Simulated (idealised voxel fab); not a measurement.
The following is a process module called voxel spacer lines.
Square cell edge 5 nm, section width 230 nm, ID cut.
Reading order for cross-sections: top band down to bottom band. Underlying form: a grid of square cells. Band size: one or more rows of cells. Band: top and bottom heights (nm) first, top before bottom; then materials from left to right, widths in nm. "throughout" marks a sole material filling the band edge to edge. "empty" denotes empty space. Counting heights begins at 0, where everything beneath is, in the wafer as received, one material. The lowest band has no bottom; it goes on downwards, as "0 down" shows. Quick explanation for "30 to 40": the width changes in equal steps down the rows of cells, from the first number in the band's top row to the second number in its bottom row. Any step labelled "changes: none" changed none of the cells in the cross-section. "Enclosed cavities" enumerates empty spaces isolated from the top, with no open way to it, that contain at least 8 cells, giving each as width x height at distance from the left edge, all three in nm. It should be noted that, on the line of a given step, the content following the step's settings is a remark produced by the simulator itself with respect to that step. Each step line may optionally specify "overlay nm", which for a step with a mask gives the rightward distance between the mask's planned place and where it lay, a negative value indicating the leftward direction.

The process steps that were planned are listed below
| 1 | op RECEIVE | material Si |
| 2 | op CONFORMAL_DEP | material Al2O3 | thk nm 5 |
| 3 | op DIRECTIONAL_DEP | material SiN | thk nm 20 |
| 4 | op DIRECTIONAL_DEP | material aC | thk nm 20 |
| 5 | op PATTERN | tone cover | mask id MANDREL | material resist | width nm 15 | pitch nm 50 | thk nm 25 | overlay nm 0 |
| 6 | op DIRECTIONAL_ETCH | etch materials aC | depth nm 20 |
| 7 | op STRIP | etch materials resist |
| 8 | op CONFORMAL_DEP | material SiO2 | thk nm 10 |
| 9 | op DIRECTIONAL_ETCH | etch materials SiO2 | depth nm 10 |
| 10 | op STRIP | etch materials aC |
| 11 | op DIRECTIONAL_ETCH | etch materials SiN | depth nm 20 |
| 12 | op STRIP | etch materials SiO2 |
| 13 | op FILL_DEP | material lowk | thk nm 10 |
| 14 | op CMP | height nm 25 |
For this document, wafers share an identical start and vary in the step 5 width nm; the plan quotes the first wafer's value.

Cross-section of the first incoming wafer of several, state after step 1
    0 down: Si throughout
    Enclosed cavities: none

End of module: cross-section of the first of several wafers after step 14, the last step
    25 to 5: 45 nm lowk | 10 nm SiN | 15 nm lowk | 10 nm SiN | 15 nm lowk | 10 nm SiN | 15 nm lowk | 10 nm SiN | 15 nm lowk | 10 nm SiN | 15 nm lowk | 10 nm SiN | 50 nm lowk
    5 to 0: Al2O3 throughout
    0 down: Si throughout
    Enclosed cavities: none

Last wafer of the set, cross-sectioned at end of module
    25 to 5: 40 nm lowk | 10 nm SiN | 30 nm lowk | 20 nm SiN | 30 nm lowk | 20 nm SiN | 30 nm lowk | 10 nm SiN | 40 nm lowk
    5 to 0: Al2O3 throughout
    0 down: Si throughout
    Enclosed cavities: none

Gained (+) or lost (-) cells of each material since receipt, then closed voids: one row per wafer, at the end of the module
width nm 15, +46 Al2O3, +48 SiN, +136 lowk, Enclosed cavities: none
width nm 20, +46 Al2O3, +48 SiN, +136 lowk, Enclosed cavities: none
width nm 25, +46 Al2O3, +48 SiN, +136 lowk, Enclosed cavities: none
width nm 30, +46 Al2O3, +48 SiN, +136 lowk, Enclosed cavities: none
